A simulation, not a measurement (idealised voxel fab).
The name of this process module is voxel wiring stack.
We display cut, a cross-section 205 nm in width whose square cells are each 5 nm.
Reading order for cross-sections: top band down to bottom band. Underlying form: a grid of square cells. Band size: one or more rows of cells.
For a band, the entry starts with two heights in nm, that of the top and then that of the bottom, and carries on with the band's materials in order from left to right, each alongside its width in nm; the word "everywhere" beside a single material means it fills the band edge to edge, and "empty" means empty space.
Heights are reckoned from 0. Under this level, the received wafer is all of one material. The bottommost band is open-ended downward, for example "top 0, no bottom".
The expression "30->40" gives the width at the extremes of the band, the first number at its top row of cells and the second at its bottom row, with the width changing by equal amounts from each row to the next in between.
Take "no change" at face value: in the step it is given for, the cross-section changed in none of its cells.
So "Voids lacking openings" is basically the list of trapped voids: any empty space of 8 cells or more that can't reach the top through an opening. They're written width x height at distance, the distance being from the left edge, and it's all nm.
Read whatever lies past the settings on a step's line as the simulator's own remark about the step.
When a step includes a mask, the "overlay nm" setting on its line states how far to the right of its planned place that mask lay, and negative values state how far to the left.
Pairs from here to the end. Each: cross-section before one process step, cross-section after it, the latter only as far down as the lowest band that changed. Under each: the step between, and its settings. Mind that the pairs may be taken from different runs of this module on the same starting wafer; whether a pair continues from the pair above depends on its entry headed "Snapshot before", and it does only where that entry says so.

Snapshot before
top 105, bottom 85: 55 nm resist | 30 nm empty | 30 nm resist | 30 nm empty | 60 nm resist
top 85, bottom 70: 55 nm lowk | 30 nm empty | 30 nm lowk | 30 nm empty | 60 nm lowk
top 70, bottom 35: lowk everywhere
top 35, bottom 30: SiCN everywhere
top 30, bottom 15: 55 nm lowk | 30 nm Ru | 30 nm lowk | 30 nm Ru | 60 nm lowk
top 15, bottom 10: 55 nm lowk | 30 nm TiN | 30 nm lowk | 30 nm TiN | 60 nm lowk
top 10, bottom 0: SiO2 everywhere
top 0, no bottom: Si everywhere
Voids lacking openings: none

Sectional View, Post-Process
top 85, bottom 70: 55 nm lowk | 30 nm empty | 30 nm lowk | 30 nm empty | 60 nm lowk
Everything below 70 is unchanged.
Voids lacking openings: none
Applied between the two views above: STRIP [etch materials resist]

Snapshot before: per the after cross-section of the pair just above.

Sectional View, Post-Process
top 105, bottom 85: 55 nm resist | 15 nm empty | 45 nm resist | 15 nm empty | 75 nm resist
top 85, bottom 70: 55 nm lowk | 15 nm empty | 15 nm resist | 30 nm lowk | 15 nm empty | 15 nm resist | 60 nm lowk
Everything below 70 is unchanged.
Voids lacking openings: none
Applied between the two views above: PATTERN [tone open] [mask id METAL_2_HOLES] [material resist] [width nm 15] [pitch nm 60] [thk nm 20] [overlay nm 0]

Snapshot before: per the after cross-section of the pair just above.

Sectional View, Post-Process
top 105, bottom 85: 55 nm resist | 15 nm empty | 45 nm resist | 15 nm empty | 75 nm resist
top 85, bottom 70: 55 nm lowk | 15 nm empty | 15 nm resist | 30 nm lowk | 15 nm empty | 15 nm resist | 60 nm lowk
top 70, bottom 60: 55 nm lowk | 15 nm empty | 45 nm lowk | 15 nm empty | 75 nm lowk
Everything below 60 is unchanged.
Voids lacking openings: none
Applied between the two views above: DIRECTIONAL_ETCH [etch materials lowk] [depth nm 10]

Snapshot before: per the after cross-section of the pair just above.

Sectional View, Post-Process
top 85, bottom 70: 55 nm lowk | 30 nm empty | 30 nm lowk | 30 nm empty | 60 nm lowk
Everything below 70 is unchanged.
Voids lacking openings: none
Applied between the two views above: STRIP [etch materials resist]

Snapshot before: per the after cross-section of the pair just above.

Sectional View, Post-Process
top 90, bottom 85: 60 nm TiN | 20 nm empty | 40 nm TiN | 20 nm empty | 65 nm TiN
top 85, bottom 75: 55 nm lowk | 5 nm TiN | 20 nm empty | 5 nm TiN | 30 nm lowk | 5 nm TiN | 20 nm empty | 5 nm TiN | 60 nm lowk
top 75, bottom 65: 55 nm lowk | 5 nm TiN | 5 nm empty | 20->5 nm TiN | 30->45 nm lowk | 5 nm TiN | 5 nm empty | 20->5 nm TiN | 60->75 nm lowk
top 65, bottom 60: 55 nm lowk | 15 nm TiN | 45 nm lowk | 15 nm TiN | 75 nm lowk
Everything below 60 is unchanged.
Voids lacking openings: none
Applied between the two views above: CONFORMAL_DEP [material TiN] [thk nm 5]

Snapshot before: per the after cross-section of the pair just above.

Sectional View, Post-Process
top 95, bottom 90: Ru everywhere
top 90, bottom 85: 60 nm TiN | 20 nm Ru | 40 nm TiN | 20 nm Ru | 65 nm TiN
top 85, bottom 75: 55 nm lowk | 5 nm TiN | 20 nm Ru | 5 nm TiN | 30 nm lowk | 5 nm TiN | 20 nm Ru | 5 nm TiN | 60 nm lowk
top 75, bottom 65: 55 nm lowk | 5 nm TiN | 5 nm Ru | 20->5 nm TiN | 30->45 nm lowk | 5 nm TiN | 5 nm Ru | 20->5 nm TiN | 60->75 nm lowk
Everything below 65 is unchanged.
Voids lacking openings: none
Applied between the two views above: FILL_DEP [material Ru] [thk nm 5]

Snapshot before: per the after cross-section of the pair just above.

Sectional View, Post-Process
top 60, bottom 35: lowk everywhere
Everything below 35 is unchanged.
Voids lacking openings: none
Applied between the two views above: CMP [height nm 60]

Snapshot before: per the after cross-section of the pair just above.

Sectional View, Post-Process
top 65, bottom 60: SiCN everywhere
Everything below 60 is unchanged.
Voids lacking openings: none
Applied between the two views above: CONFORMAL_DEP [material SiCN] [thk nm 5]

Snapshot before: per the after cross-section of the pair just above.

Sectional View, Post-Process
top 75, bottom 65: SiO2 everywhere
Everything below 65 is unchanged.
Voids lacking openings: none
Applied between the two views above: DIRECTIONAL_DEP [material SiO2] [thk nm 10]

Snapshot before: per the after cross-section of the pair just above.

Sectional View, Post-Process
top 95, bottom 75: 55 nm resist | 15 nm empty | 45 nm resist | 15 nm empty | 75 nm resist
Everything below 75 is unchanged.
Voids lacking openings: none
Applied between the two views above: PATTERN [tone open] [mask id PLUG_2] [material resist] [width nm 15] [pitch nm 60] [thk nm 20] [overlay nm 0]

Snapshot before: per the after cross-section of the pair just above.

Sectional View, Post-Process
top 95, bottom 75: 55 nm resist | 15 nm empty | 45 nm resist | 15 nm empty | 75 nm resist
top 75, bottom 65: 55 nm SiO2 | 15 nm empty | 45 nm SiO2 | 15 nm empty | 75 nm SiO2
Everything below 65 is unchanged.
Voids lacking openings: none
Applied between the two views above: DIRECTIONAL_ETCH [etch materials SiO2] [depth nm 10]

Snapshot before: per the after cross-section of the pair just above.

Sectional View, Post-Process
top 95, bottom 75: 55 nm resist | 15 nm empty | 45 nm resist | 15 nm empty | 75 nm resist
top 75, bottom 65: 55 nm SiO2 | 15 nm empty | 45 nm SiO2 | 15 nm empty | 75 nm SiO2
top 65, bottom 60: 55 nm SiCN | 15 nm empty | 45 nm SiCN | 15 nm empty | 75 nm SiCN
Everything below 60 is unchanged.
Voids lacking openings: none
Applied between the two views above: DIRECTIONAL_ETCH [etch materials SiCN] [depth nm 5]

Snapshot before: per the after cross-section of the pair just above.

Sectional View, Post-Process
top 75, bottom 65: 55 nm SiO2 | 15 nm empty | 45 nm SiO2 | 15 nm empty | 75 nm SiO2
Everything below 65 is unchanged.
Voids lacking openings: none
Applied between the two views above: STRIP [etch materials resist]

Snapshot before: per the after cross-section of the pair just above.

Sectional View, Post-Process
top 80, bottom 75: 60 nm TiN | 5 nm empty | 55 nm TiN | 5 nm empty | 80 nm TiN
top 75, bottom 65: 55 nm SiO2 | 5 nm TiN | 5 nm empty | 5 nm TiN | 45 nm SiO2 | 5 nm TiN | 5 nm empty | 5 nm TiN | 75 nm SiO2
top 65, bottom 60: 55 nm SiCN | 15 nm TiN | 45 nm SiCN | 15 nm TiN | 75 nm SiCN
Everything below 60 is unchanged.
Voids lacking openings: none
Applied between the two views above: CONFORMAL_DEP [material TiN] [thk nm 5]

Snapshot before: per the after cross-section of the pair just above.

Sectional View, Post-Process
top 85, bottom 80: W everywhere
top 80, bottom 75: 60 nm TiN | 5 nm W | 55 nm TiN | 5 nm W | 80 nm TiN
top 75, bottom 65: 55 nm SiO2 | 5 nm TiN | 5 nm W | 5 nm TiN | 45 nm SiO2 | 5 nm TiN | 5 nm W | 5 nm TiN | 75 nm SiO2
Everything below 65 is unchanged.
Voids lacking openings: none
Applied between the two views above: FILL_DEP [material W] [thk nm 5]

Snapshot before: per the after cross-section of the pair just above.

Sectional View, Post-Process
top 75, bottom 65: 55 nm SiO2 | 5 nm TiN | 5 nm W | 5 nm TiN | 45 nm SiO2 | 5 nm TiN | 5 nm W | 5 nm TiN | 75 nm SiO2
Everything below 65 is unchanged.
Voids lacking openings: none
Applied between the two views above: CMP [height nm 75]

Snapshot before: per the after cross-section of the pair just above.

Sectional View, Post-Process
top 80, bottom 75: SiN everywhere
Everything below 75 is unchanged.
Voids lacking openings: none
Applied between the two views above: CONFORMAL_DEP [material SiN] [thk nm 5]

Snapshot before: per the after cross-section of the pair just above.

Sectional View, Post-Process
top 100, bottom 80: lowk everywhere
Everything below 80 is unchanged.
Voids lacking openings: none
Applied between the two views above: DIRECTIONAL_DEP [material lowk] [thk nm 20]

Snapshot before: per the after cross-section of the pair just above.

Sectional View, Post-Process
top 115, bottom 100: aC everywhere
Everything below 100 is unchanged.
Voids lacking openings: none
Applied between the two views above: DIRECTIONAL_DEP [material aC] [thk nm 15]

Snapshot before: per the after cross-section of the pair just above.

Sectional View, Post-Process
top 145, bottom 115: 55 nm resist | 30 nm empty | 30 nm resist | 30 nm empty | 60 nm resist
Everything below 115 is unchanged.
Voids lacking openings: none
Applied between the two views above: PATTERN [tone open] [mask id METAL_3] [material resist] [width nm 30] [pitch nm 60] [thk nm 30] [overlay nm 0]

Snapshot before: per the after cross-section of the pair just above.

Sectional View, Post-Process
top 130, bottom 115: 55 nm resist | 30 nm empty | 30 nm resist | 30 nm empty | 60 nm resist
top 115, bottom 100: 55 nm aC | 30 nm empty | 30 nm aC | 30 nm empty | 60 nm aC
Everything below 100 is unchanged.
Voids lacking openings: none
Applied between the two views above: DIRECTIONAL_ETCH [etch materials aC] [depth nm 15]

Snapshot before: per the after cross-section of the pair just above.

Sectional View, Post-Process
top 115, bottom 100: 55 nm aC | 30 nm empty | 30 nm aC | 30 nm empty | 60 nm aC
Everything below 100 is unchanged.
Voids lacking openings: none
Applied between the two views above: STRIP [etch materials resist]

Snapshot before: per the after cross-section of the pair just above.

Sectional View, Post-Process
top 115, bottom 100: 55 nm aC | 30 nm empty | 30 nm aC | 30 nm empty | 60 nm aC
top 100, bottom 80: 55 nm lowk | 30 nm empty | 30 nm lowk | 30 nm empty | 60 nm lowk
Everything below 80 is unchanged.
Voids lacking openings: none
Applied between the two views above: DIRECTIONAL_ETCH [etch materials lowk] [depth nm 20]

Snapshot before: per the after cross-section of the pair just above.

Sectional View, Post-Process
top 115, bottom 100: 55 nm aC | 30 nm empty | 30 nm aC | 30 nm empty | 60 nm aC
top 100, bottom 80: 55 nm lowk | 30 nm empty | 30 nm lowk | 30 nm empty | 60 nm lowk
top 80, bottom 75: 55 nm SiN | 30 nm empty | 30 nm SiN | 30 nm empty | 60 nm SiN
Everything below 75 is unchanged.
Voids lacking openings: none
Applied between the two views above: DIRECTIONAL_ETCH [etch materials SiN] [depth nm 5]

Snapshot before: per the after cross-section of the pair just above.

Sectional View, Post-Process
top 100, bottom 80: 55 nm lowk | 30 nm empty | 30 nm lowk | 30 nm empty | 60 nm lowk
Everything below 80 is unchanged.
Voids lacking openings: none
Applied between the two views above: STRIP [etch materials aC]

Snapshot before: per the after cross-section of the pair just above.

Sectional View, Post-Process
top 105, bottom 100: 60 nm TiN | 20 nm empty | 40 nm TiN | 20 nm empty | 65 nm TiN
top 100, bottom 80: 55 nm lowk | 5 nm TiN | 20 nm empty | 5 nm TiN | 30 nm lowk | 5 nm TiN | 20 nm empty | 5 nm TiN | 60 nm lowk
top 80, bottom 75: 55 nm SiN | 30 nm TiN | 30 nm SiN | 30 nm TiN | 60 nm SiN
Everything below 75 is unchanged.
Voids lacking openings: none
Applied between the two views above: CONFORMAL_DEP [material TiN] [thk nm 5]

Snapshot before: per the after cross-section of the pair just above.

Sectional View, Post-Process
top 110, bottom 105: Ru everywhere
top 105, bottom 100: 60 nm TiN | 20 nm Ru | 40 nm TiN | 20 nm Ru | 65 nm TiN
top 100, bottom 80: 55 nm lowk | 5 nm TiN | 20 nm Ru | 5 nm TiN | 30 nm lowk | 5 nm TiN | 20 nm Ru | 5 nm TiN | 60 nm lowk
Everything below 80 is unchanged.
Voids lacking openings: none
Applied between the two views above: FILL_DEP [material Ru] [thk nm 5]

Snapshot before: per the after cross-section of the pair just above.

Sectional View, Post-Process
top 100, bottom 80: 55 nm lowk | 5 nm TiN | 20 nm Ru | 5 nm TiN | 30 nm lowk | 5 nm TiN | 20 nm Ru | 5 nm TiN | 60 nm lowk
Everything below 80 is unchanged.
Voids lacking openings: none
Applied between the two views above: CMP [height nm 100]

Snapshot before: per the after cross-section of the pair just above.

Sectional View, Post-Process
top 105, bottom 100: SiN everywhere
Everything below 100 is unchanged.
Voids lacking openings: none
Applied between the two views above: CONFORMAL_DEP [material SiN] [thk nm 5]

Snapshot before
top 30, bottom 15: 55 nm lowk | 30 nm Ru | 30 nm lowk | 30 nm Ru | 60 nm lowk
top 15, bottom 10: 55 nm lowk | 30 nm TiN | 30 nm lowk | 30 nm TiN | 60 nm lowk
top 10, bottom 0: SiO2 everywhere
top 0, no bottom: Si everywhere
Voids lacking openings: none

Sectional View, Post-Process
top 55, bottom 30: lowk everywhere
Everything below 30 is unchanged.
Voids lacking openings: none
Applied between the two views above: DIRECTIONAL_DEP [material lowk] [thk nm 25]

Snapshot before: per the after cross-section of the pair just above.

Sectional View, Post-Process
top 60, bottom 55: SiCN everywhere
Everything below 55 is unchanged.
Voids lacking openings: none
Applied between the two views above: CONFORMAL_DEP [material SiCN] [thk nm 5]

Snapshot before: per the after cross-section of the pair just above.

Sectional View, Post-Process
top 80, bottom 60: 55 nm resist | 30 nm empty | 30 nm resist | 30 nm empty | 60 nm resist
Everything below 60 is unchanged.
Voids lacking openings: none
Applied between the two views above: PATTERN [tone open] [mask id METAL_2] [material resist] [width nm 30] [pitch nm 60] [thk nm 20] [overlay nm 0]

Snapshot before: per the after cross-section of the pair just above.

Sectional View, Post-Process
top 60, bottom 55: SiCN everywhere
Everything below 55 is unchanged.
Voids lacking openings: none
Applied between the two views above: STRIP [etch materials resist]

Snapshot before: per the after cross-section of the pair just above.

Sectional View, Post-Process
top 80, bottom 60: 55 nm resist | 15 nm empty | 45 nm resist | 15 nm empty | 75 nm resist
Everything below 60 is unchanged.
Voids lacking openings: none
Applied between the two views above: PATTERN [tone open] [mask id METAL_2_HOLES] [material resist] [width nm 15] [pitch nm 60] [thk nm 20] [overlay nm 0]

Snapshot before: per the after cross-section of the pair just above.

Sectional View, Post-Process
top 80, bottom 60: 55 nm resist | 15 nm empty | 45 nm resist | 15 nm empty | 75 nm resist
top 60, bottom 55: 55 nm SiCN | 15 nm empty | 45 nm SiCN | 15 nm empty | 75 nm SiCN
Everything below 55 is unchanged.
Voids lacking openings: none
Applied between the two views above: DIRECTIONAL_ETCH [etch materials SiCN] [depth nm 5]

Snapshot before: per the after cross-section of the pair just above.

Sectional View, Post-Process
top 60, bottom 55: 55 nm SiCN | 15 nm empty | 45 nm SiCN | 15 nm empty | 75 nm SiCN
Everything below 55 is unchanged.
Voids lacking openings: none
Applied between the two views above: STRIP [etch materials resist]

Snapshot before: per the after cross-section of the pair just above.

Sectional View, Post-Process
top 65, bottom 60: 60 nm TiN | 5 nm empty | 55 nm TiN | 5 nm empty | 80 nm TiN
top 60, bottom 55: 55 nm SiCN | 15 nm TiN | 45 nm SiCN | 15 nm TiN | 75 nm SiCN
Everything below 55 is unchanged.
Voids lacking openings: none
Applied between the two views above: CONFORMAL_DEP [material TiN] [thk nm 5]

Snapshot before: per the after cross-section of the pair just above.

Sectional View, Post-Process
top 70, bottom 65: Ru everywhere
top 65, bottom 60: 60 nm TiN | 5 nm Ru | 55 nm TiN | 5 nm Ru | 80 nm TiN
Everything below 60 is unchanged.
Voids lacking openings: none
Applied between the two views above: FILL_DEP [material Ru] [thk nm 5]

Snapshot before: per the after cross-section of the pair just above.

Sectional View, Post-Process
top 60, bottom 55: 55 nm SiCN | 15 nm TiN | 45 nm SiCN | 15 nm TiN | 75 nm SiCN
Everything below 55 is unchanged.
Voids lacking openings: none
Applied between the two views above: CMP [height nm 60]

Snapshot before: per the after cross-section of the pair just above.

Sectional View, Post-Process
top 65, bottom 60: SiCN everywhere
Everything below 60 is unchanged.
Voids lacking openings: none
Applied between the two views above: CONFORMAL_DEP [material SiCN] [thk nm 5]

Snapshot before: per the after cross-section of the pair just above.

Sectional View, Post-Process
top 75, bottom 65: SiO2 everywhere
Everything below 65 is unchanged.
Voids lacking openings: none
Applied between the two views above: DIRECTIONAL_DEP [material SiO2] [thk nm 10]

Snapshot before: per the after cross-section of the pair just above.

Sectional View, Post-Process
top 95, bottom 75: 55 nm resist | 15 nm empty | 45 nm resist | 15 nm empty | 75 nm resist
Everything below 75 is unchanged.
Voids lacking openings: none
Applied between the two views above: PATTERN [tone open] [mask id PLUG_2] [material resist] [width nm 15] [pitch nm 60] [thk nm 20] [overlay nm 0]

Snapshot before: per the after cross-section of the pair just above.

Sectional View, Post-Process
top 95, bottom 75: 55 nm resist | 15 nm empty | 45 nm resist | 15 nm empty | 75 nm resist
top 75, bottom 65: 55 nm SiO2 | 15 nm empty | 45 nm SiO2 | 15 nm empty | 75 nm SiO2
Everything below 65 is unchanged.
Voids lacking openings: none
Applied between the two views above: DIRECTIONAL_ETCH [etch materials SiO2] [depth nm 10]

Snapshot before: per the after cross-section of the pair just above.

Sectional View, Post-Process
top 95, bottom 75: 55 nm resist | 15 nm empty | 45 nm resist | 15 nm empty | 75 nm resist
top 75, bottom 65: 55 nm SiO2 | 15 nm empty | 45 nm SiO2 | 15 nm empty | 75 nm SiO2
top 65, bottom 60: 55 nm SiCN | 15 nm empty | 45 nm SiCN | 15 nm empty | 75 nm SiCN
Everything below 60 is unchanged.
Voids lacking openings: none
Applied between the two views above: DIRECTIONAL_ETCH [etch materials SiCN] [depth nm 5]

Snapshot before: per the after cross-section of the pair just above.

Sectional View, Post-Process
top 75, bottom 65: 55 nm SiO2 | 15 nm empty | 45 nm SiO2 | 15 nm empty | 75 nm SiO2
Everything below 65 is unchanged.
Voids lacking openings: none
Applied between the two views above: STRIP [etch materials resist]

Snapshot before: per the after cross-section of the pair just above.

Sectional View, Post-Process
top 80, bottom 75: 60 nm TiN | 5 nm empty | 55 nm TiN | 5 nm empty | 80 nm TiN
top 75, bottom 65: 55 nm SiO2 | 5 nm TiN | 5 nm empty | 5 nm TiN | 45 nm SiO2 | 5 nm TiN | 5 nm empty | 5 nm TiN | 75 nm SiO2
top 65, bottom 55: 55 nm SiCN | 15 nm TiN | 45 nm SiCN | 15 nm TiN | 75 nm SiCN
Everything below 55 is unchanged.
Voids lacking openings: none
Applied between the two views above: CONFORMAL_DEP [material TiN] [thk nm 5]

Snapshot before: per the after cross-section of the pair just above.

Sectional View, Post-Process
top 85, bottom 80: W everywhere
top 80, bottom 75: 60 nm TiN | 5 nm W | 55 nm TiN | 5 nm W | 80 nm TiN
top 75, bottom 65: 55 nm SiO2 | 5 nm TiN | 5 nm W | 5 nm TiN | 45 nm SiO2 | 5 nm TiN | 5 nm W | 5 nm TiN | 75 nm SiO2
Everything below 65 is unchanged.
Voids lacking openings: none
Applied between the two views above: FILL_DEP [material W] [thk nm 5]

Snapshot before: per the after cross-section of the pair just above.

Sectional View, Post-Process
top 75, bottom 65: 55 nm SiO2 | 5 nm TiN | 5 nm W | 5 nm TiN | 45 nm SiO2 | 5 nm TiN | 5 nm W | 5 nm TiN | 75 nm SiO2
Everything below 65 is unchanged.
Voids lacking openings: none
Applied between the two views above: CMP [height nm 75]

Snapshot before: per the after cross-section of the pair just above.

Sectional View, Post-Process
top 80, bottom 75: SiN everywhere
Everything below 75 is unchanged.
Voids lacking openings: none
Applied between the two views above: CONFORMAL_DEP [material SiN] [thk nm 5]

Snapshot before: per the after cross-section of the pair just above.

Sectional View, Post-Process
top 100, bottom 80: lowk everywhere
Everything below 80 is unchanged.
Voids lacking openings: none
Applied between the two views above: DIRECTIONAL_DEP [material lowk] [thk nm 20]

Snapshot before: per the after cross-section of the pair just above.

Sectional View, Post-Process
top 115, bottom 100: aC everywhere
Everything below 100 is unchanged.
Voids lacking openings: none
Applied between the two views above: DIRECTIONAL_DEP [material aC] [thk nm 15]

Snapshot before: per the after cross-section of the pair just above.

Sectional View, Post-Process
top 145, bottom 115: 55 nm resist | 30 nm empty | 30 nm resist | 30 nm empty | 60 nm resist
Everything below 115 is unchanged.
Voids lacking openings: none
Applied between the two views above: PATTERN [tone open] [mask id METAL_3] [material resist] [width nm 30] [pitch nm 60] [thk nm 30] [overlay nm 0]

Snapshot before: per the after cross-section of the pair just above.

Sectional View, Post-Process
top 130, bottom 115: 55 nm resist | 30 nm empty | 30 nm resist | 30 nm empty | 60 nm resist
top 115, bottom 100: 55 nm aC | 30 nm empty | 30 nm aC | 30 nm empty | 60 nm aC
Everything below 100 is unchanged.
Voids lacking openings: none
Applied between the two views above: DIRECTIONAL_ETCH [etch materials aC] [depth nm 15]

Snapshot before: per the after cross-section of the pair just above.

Sectional View, Post-Process
top 115, bottom 100: 55 nm aC | 30 nm empty | 30 nm aC | 30 nm empty | 60 nm aC
Everything below 100 is unchanged.
Voids lacking openings: none
Applied between the two views above: STRIP [etch materials resist]

Snapshot before: per the after cross-section of the pair just above.

Sectional View, Post-Process
top 115, bottom 100: 55 nm aC | 30 nm empty | 30 nm aC | 30 nm empty | 60 nm aC
top 100, bottom 80: 55 nm lowk | 30 nm empty | 30 nm lowk | 30 nm empty | 60 nm lowk
Everything below 80 is unchanged.
Voids lacking openings: none
Applied between the two views above: DIRECTIONAL_ETCH [etch materials lowk] [depth nm 20]

Snapshot before: per the after cross-section of the pair just above.

Sectional View, Post-Process
top 115, bottom 100: 55 nm aC | 30 nm empty | 30 nm aC | 30 nm empty | 60 nm aC
top 100, bottom 80: 55 nm lowk | 30 nm empty | 30 nm lowk | 30 nm empty | 60 nm lowk
top 80, bottom 75: 55 nm SiN | 30 nm empty | 30 nm SiN | 30 nm empty | 60 nm SiN
Everything below 75 is unchanged.
Voids lacking openings: none
Applied between the two views above: DIRECTIONAL_ETCH [etch materials SiN] [depth nm 5]

Snapshot before: per the after cross-section of the pair just above.

Sectional View, Post-Process
top 100, bottom 80: 55 nm lowk | 30 nm empty | 30 nm lowk | 30 nm empty | 60 nm lowk
Everything below 80 is unchanged.
Voids lacking openings: none
Applied between the two views above: STRIP [etch materials aC]

Snapshot before: per the after cross-section of the pair just above.

Sectional View, Post-Process
top 105, bottom 100: 60 nm TiN | 20 nm empty | 40 nm TiN | 20 nm empty | 65 nm TiN
top 100, bottom 80: 55 nm lowk | 5 nm TiN | 20 nm empty | 5 nm TiN | 30 nm lowk | 5 nm TiN | 20 nm empty | 5 nm TiN | 60 nm lowk
top 80, bottom 75: 55 nm SiN | 30 nm TiN | 30 nm SiN | 30 nm TiN | 60 nm SiN
Everything below 75 is unchanged.
Voids lacking openings: none
Applied between the two views above: CONFORMAL_DEP [material TiN] [thk nm 5]

Snapshot before: per the after cross-section of the pair just above.

Sectional View, Post-Process
top 110, bottom 105: Ru everywhere
top 105, bottom 100: 60 nm TiN | 20 nm Ru | 40 nm TiN | 20 nm Ru | 65 nm TiN
top 100, bottom 80: 55 nm lowk | 5 nm TiN | 20 nm Ru | 5 nm TiN | 30 nm lowk | 5 nm TiN | 20 nm Ru | 5 nm TiN | 60 nm lowk
Everything below 80 is unchanged.
Voids lacking openings: none
Applied between the two views above: FILL_DEP [material Ru] [thk nm 5]

Snapshot before: per the after cross-section of the pair just above.

Sectional View, Post-Process
top 100, bottom 80: 55 nm lowk | 5 nm TiN | 20 nm Ru | 5 nm TiN | 30 nm lowk | 5 nm TiN | 20 nm Ru | 5 nm TiN | 60 nm lowk
Everything below 80 is unchanged.
Voids lacking openings: none
Applied between the two views above: CMP [height nm 100]

Snapshot before: per the after cross-section of the pair just above.

Sectional View, Post-Process
top 105, bottom 100: SiN everywhere
Everything below 100 is unchanged.
Voids lacking openings: none
Applied between the two views above: CONFORMAL_DEP [material SiN] [thk nm 5]

Snapshot before
top 10, bottom 0: SiO2 everywhere
top 0, no bottom: Si everywhere
Voids lacking openings: none

Sectional View, Post-Process
top 25, bottom 10: TiN everywhere
Everything below 10 is unchanged.
Voids lacking openings: none
Applied between the two views above: DIRECTIONAL_DEP [material TiN] [thk nm 15]

Snapshot before: per the after cross-section of the pair just above.

Sectional View, Post-Process
top 40, bottom 25: Ru everywhere
Everything below 25 is unchanged.
Voids lacking openings: none
Applied between the two views above: DIRECTIONAL_DEP [material Ru] [thk nm 15]

Snapshot before: per the after cross-section of the pair just above.

Sectional View, Post-Process
top 55, bottom 40: aC everywhere
Everything below 40 is unchanged.
Voids lacking openings: none
Applied between the two views above: DIRECTIONAL_DEP [material aC] [thk nm 15]

Snapshot before: per the after cross-section of the pair just above.

Sectional View, Post-Process
top 90, bottom 55: 55 nm empty | 30 nm resist | 30 nm empty | 30 nm resist | 60 nm empty
Everything below 55 is unchanged.
Voids lacking openings: none
Applied between the two views above: PATTERN [tone cover] [mask id METAL_1] [material resist] [width nm 30] [pitch nm 60] [thk nm 35] [overlay nm 0]

Snapshot before: per the after cross-section of the pair just above.

Sectional View, Post-Process
top 75, bottom 55: 55 nm empty | 30 nm resist | 30 nm empty | 30 nm resist | 60 nm empty
top 55, bottom 40: 55 nm empty | 30 nm aC | 30 nm empty | 30 nm aC | 60 nm empty
Everything below 40 is unchanged.
Voids lacking openings: none
Applied between the two views above: DIRECTIONAL_ETCH [etch materials aC] [depth nm 15]

Snapshot before: per the after cross-section of the pair just above.

Sectional View, Post-Process
top 55, bottom 40: 55 nm empty | 30 nm aC | 30 nm empty | 30 nm aC | 60 nm empty
Everything below 40 is unchanged.
Voids lacking openings: none
Applied between the two views above: STRIP [etch materials resist]

Snapshot before: per the after cross-section of the pair just above.

Sectional View, Post-Process
top 55, bottom 40: 55 nm empty | 30 nm aC | 30 nm empty | 30 nm aC | 60 nm empty
top 40, bottom 25: 55 nm empty | 30 nm Ru | 30 nm empty | 30 nm Ru | 60 nm empty
Everything below 25 is unchanged.
Voids lacking openings: none
Applied between the two views above: DIRECTIONAL_ETCH [etch materials Ru] [depth nm 15]

Snapshot before: per the after cross-section of the pair just above.

Sectional View, Post-Process
top 55, bottom 40: 55 nm empty | 30 nm aC | 30 nm empty | 30 nm aC | 60 nm empty
top 40, bottom 25: 55 nm empty | 30 nm Ru | 30 nm empty | 30 nm Ru | 60 nm empty
top 25, bottom 20: 55 nm empty | 30 nm TiN | 30 nm empty | 30 nm TiN | 60 nm empty
Everything below 20 is unchanged.
Voids lacking openings: none
Applied between the two views above: DIRECTIONAL_ETCH [etch materials TiN] [depth nm 5]

Snapshot before: per the after cross-section of the pair just above.

Sectional View, Post-Process
top 40, bottom 25: 55 nm empty | 30 nm Ru | 30 nm empty | 30 nm Ru | 60 nm empty
Everything below 25 is unchanged.
Voids lacking openings: none
Applied between the two views above: STRIP [etch materials aC]

Snapshot before: per the after cross-section of the pair just above.

Sectional View, Post-Process
top 45, bottom 40: lowk everywhere
top 40, bottom 25: 55 nm lowk | 30 nm Ru | 30 nm lowk | 30 nm Ru | 60 nm lowk
top 25, bottom 20: 55 nm lowk | 30 nm TiN | 30 nm lowk | 30 nm TiN | 60 nm lowk
Everything below 20 is unchanged.
Voids lacking openings: none
Applied between the two views above: FILL_DEP [material lowk] [thk nm 5]

Snapshot before: per the after cross-section of the pair just above.

Sectional View, Post-Process
top 30, bottom 25: 55 nm lowk | 30 nm Ru | 30 nm lowk | 30 nm Ru | 60 nm lowk
Everything below 25 is unchanged.
Voids lacking openings: none
Applied between the two views above: CMP [height nm 30]

Snapshot before: per the after cross-section of the pair just above.

Sectional View, Post-Process
top 35, bottom 30: SiCN everywhere
Everything below 30 is unchanged.
Voids lacking openings: none
Applied between the two views above: CONFORMAL_DEP [material SiCN] [thk nm 5]

Snapshot before: per the after cross-section of the pair just above.

Sectional View, Post-Process
top 60, bottom 35: lowk everywhere
Everything below 35 is unchanged.
Voids lacking openings: none
Applied between the two views above: DIRECTIONAL_DEP [material lowk] [thk nm 25]

Snapshot before: per the after cross-section of the pair just above.

Sectional View, Post-Process
top 80, bottom 60: 55 nm resist | 30 nm empty | 30 nm resist | 30 nm empty | 60 nm resist
Everything below 60 is unchanged.
Voids lacking openings: none
Applied between the two views above: PATTERN [tone open] [mask id METAL_2] [material resist] [width nm 30] [pitch nm 60] [thk nm 20] [overlay nm 0]

Snapshot before: per the after cross-section of the pair just above.

Sectional View, Post-Process
top 80, bottom 60: 55 nm resist | 30 nm empty | 30 nm resist | 30 nm empty | 60 nm resist
top 60, bottom 45: 55 nm lowk | 30 nm empty | 30 nm lowk | 30 nm empty | 60 nm lowk
Everything below 45 is unchanged.
Voids lacking openings: none
Applied between the two views above: DIRECTIONAL_ETCH [etch materials lowk] [depth nm 15]

Snapshot before: per the after cross-section of the pair just above.

Sectional View, Post-Process
top 60, bottom 45: 55 nm lowk | 30 nm empty | 30 nm lowk | 30 nm empty | 60 nm lowk
Everything below 45 is unchanged.
Voids lacking openings: none
Applied between the two views above: STRIP [etch materials resist]

Snapshot before: per the after cross-section of the pair just above.

Sectional View, Post-Process
top 80, bottom 60: 55 nm resist | 15 nm empty | 45 nm resist | 15 nm empty | 75 nm resist
top 60, bottom 45: 55 nm lowk | 15 nm empty | 15 nm resist | 30 nm lowk | 15 nm empty | 15 nm resist | 60 nm lowk
Everything below 45 is unchanged.
Voids lacking openings: none
Applied between the two views above: PATTERN [tone open] [mask id METAL_2_HOLES] [material resist] [width nm 15] [pitch nm 60] [thk nm 20] [overlay nm 0]
